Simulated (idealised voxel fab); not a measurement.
Process module heading - voxel transistor to metal
300 nm wide, 5 nm square cells: that's cross-section cut.
Cross-section spec: square-cell grid; bands listed top down; each band is one or more rows.
For a band, the entry starts with two heights in nm, that of the top and then that of the bottom, and carries on with the band's materials in order from left to right, each alongside its width in nm; the word "edge to edge" beside a single material means it fills the band edge to edge, and "blank" means empty space.
Where do heights start? At 0: under that level the wafer as delivered is made of one material only. And the lowest band has no floor; it just carries on downward, as in "z 0 and below".
The expression "30 to 40" gives the width at the extremes of the band, the first number at its top row of cells and the second at its bottom row, with the width changing by equal amounts from each row to the next in between.
For the purposes of this document, the phrase "no alteration" attached to a step denotes that no cell within the cross-section was modified by that step.
"Unvented cavities": empty spaces of 8 cells or more with no open way to the top, each given as width x height at distance, distance from the left edge, all in nm.
Note: text after step settings on the step line = simulator remark on that step.
overlay nm: how far to the right of its planned place the mask lay on this masked step (negative: to the left).

The process steps that were planned are listed below:
1,RECEIVE [material Si]
2,OXIDIZE [depth nm 5]
3,CONFORMAL_DEP [material SiN] [thk nm 10]
4,MASKED_ETCH [tone cover] [mask id ACTIVE] [width nm 115] [pitch nm 140] [etch materials SiN] [depth nm 10] [overlay nm 0]
5,MASKED_ETCH [tone cover] [mask id ACTIVE] [width nm 115] [pitch nm 140] [etch materials SiO2] [depth nm 5] [overlay nm 0]
6,MASKED_ETCH [tone cover] [mask id ACTIVE] [width nm 115] [pitch nm 140] [etch materials Si] [depth nm 35] [overlay nm 0]
7,OXIDIZE [depth nm 5]
8,FILL_DEP [material SiO2] [thk nm 5]
9,CMP [height nm 10]
10,SELECTIVE_ETCH [etch materials SiO2] [depth nm 10]
11,STRIP [etch materials SiN]
12,SELECTIVE_ETCH [etch materials SiO2] [depth nm 5]
13,OXIDIZE [depth nm 5]
14,DIRECTIONAL_DEP [material polySi] [thk nm 30]
15,DIRECTIONAL_DEP [material SiCN] [thk nm 15]
16,PATTERN [tone cover] [mask id GATE] [material resist] [width nm 35] [pitch nm 140] [thk nm 15] [overlay nm 0]
17,DIRECTIONAL_ETCH [etch materials SiCN] [depth nm 25]
18,DIRECTIONAL_ETCH [etch materials polySi] [depth nm 40]
19,STRIP [etch materials resist]
20,CONFORMAL_DEP [material SiO2] [thk nm 5]
21,DIRECTIONAL_ETCH [etch materials SiO2] [depth nm 5]
22,CONFORMAL_DEP [material SiN] [thk nm 10]
23,DIRECTIONAL_ETCH [etch materials SiN] [depth nm 10]
24,DIRECTIONAL_ETCH [etch materials SiO2] [depth nm 5]
25,DIRECTIONAL_ETCH [etch materials Si] [depth nm 10]
26,EPI [material nSi] [thk nm 10]
27,FILL_DEP [material SiO2] [thk nm 10]
28,CMP [height nm 25]
29,STRIP [etch materials polySi]
30,SELECTIVE_ETCH [etch materials SiO2] [depth nm 5]
31,CONFORMAL_DEP [material HfO2] [thk nm 5]
32,CONFORMAL_DEP [material TiN] [thk nm 5]
33,FILL_DEP [material W] [thk nm 10]
34,CMP [height nm 20]
35,DIRECTIONAL_DEP [material SiO2] [thk nm 15]
36,DIRECTIONAL_DEP [material aC] [thk nm 15]
37,PATTERN [tone open] [mask id CONTACT] [material resist] [width nm 20] [thk nm 30] [overlay nm 0]
38,DIRECTIONAL_ETCH [etch materials aC] [depth nm 15]
39,STRIP [etch materials resist]
40,DIRECTIONAL_ETCH [etch materials SiO2] [depth nm 45]
41,STRIP [etch materials aC]
42,CONFORMAL_DEP [material TiN] [thk nm 5]
43,FILL_DEP [material W] [thk nm 5]
44,CMP [height nm 35]
45,DIRECTIONAL_DEP [material TiN] [thk nm 5]
46,DIRECTIONAL_DEP [material W] [thk nm 20]
47,DIRECTIONAL_DEP [material aC] [thk nm 10]
48,PATTERN [tone cover] [mask id METAL_1] [material resist] [width nm 20] [thk nm 25] [overlay nm 0]
49,DIRECTIONAL_ETCH [etch materials aC] [depth nm 10]
50,STRIP [etch materials resist]
51,DIRECTIONAL_ETCH [etch materials W] [depth nm 20]
52,DIRECTIONAL_ETCH [etch materials TiN] [depth nm 5]
53,STRIP [etch materials aC]
54,FILL_DEP [material lowk] [thk nm 10]
55,CMP [height nm 60]
56,CONFORMAL_DEP [material SiN] [thk nm 5]

Cross-section of the incoming wafer, state after step 1:
  z 0 and below | Si edge to edge
  Unvented cavities: none

Starting structure and process plan are as shown above, but one mistake was made in running the module; the wafer cross-section at the end of the module follows:
  z 65 to 60 | SiN edge to edge
  z 60 to 40 | lowk=25 / W=20 / lowk=65 / W=20 / lowk=35 / W=20 / lowk=65 / W=20 / lowk=30
  z 40 to 35 | lowk=25 / TiN=20 / lowk=65 / TiN=20 / lowk=35 / TiN=20 / lowk=65 / TiN=20 / lowk=30
  z 35 to 20 | SiO2=25 / TiN=5 / W=10 / TiN=5 / SiO2=65 / TiN=5 / W=10 / TiN=5 / SiO2=35 / TiN=5 / W=10 / TiN=5 / SiO2=65 / TiN=5 / W=10 / TiN=5 / SiO2=30
  z 20 to 10 | SiO2=25 / TiN=5 / W=10 / TiN=5 / SiN=10 / HfO2=5 / TiN=5 / W=25 / TiN=5 / HfO2=5 / SiN=10 / TiN=5 / W=10 / TiN=5 / SiO2=35 / TiN=5 / W=10 / TiN=5 / SiN=10 / HfO2=5 / TiN=5 / W=25 / TiN=5 / HfO2=5 / SiN=10 / TiN=5 / W=10 / TiN=5 / SiO2=30
  z 10 to 5 | SiO2=25 / TiN=20 / SiN=10 / HfO2=5 / TiN=5 / W=25 / TiN=5 / HfO2=5 / SiN=10 / TiN=20 / SiO2=35 / TiN=20 / SiN=10 / HfO2=5 / TiN=5 / W=25 / TiN=5 / HfO2=5 / SiN=10 / TiN=20 / SiO2=30
  z 5 to 0 | SiO2=45 / SiN=10 / HfO2=5 / TiN=5 / W=25 / TiN=5 / HfO2=5 / SiN=10 / SiO2=75 / SiN=10 / HfO2=5 / TiN=5 / W=25 / TiN=5 / HfO2=5 / SiN=10 / SiO2=50
  z 0 to -5 | SiO2=35 / nSi=10 / SiN=10 / HfO2=5 / TiN=35 / HfO2=5 / SiN=10 / nSi=10 / SiO2=55 / nSi=10 / SiN=10 / HfO2=5 / TiN=35 / HfO2=5 / SiN=10 / nSi=10 / SiO2=40
  z -5 to -10 | SiO2=35 / nSi=10 / SiO2=10 / HfO2=45 / SiO2=10 / nSi=10 / SiO2=55 / nSi=10 / SiO2=10 / HfO2=45 / SiO2=10 / nSi=10 / SiO2=40
  z -10 to -20 | SiO2=25 / nSi=20 / Si=65 / nSi=20 / SiO2=35 / nSi=20 / Si=65 / nSi=20 / SiO2=30
  z -20 to -45 | SiO2=25 / Si=105 / SiO2=35 / Si=105 / SiO2=30
  z -45 and below | Si edge to edge
  Unvented cavities: none
The plan and the run diverged here: twice, step 35 of the plan was run
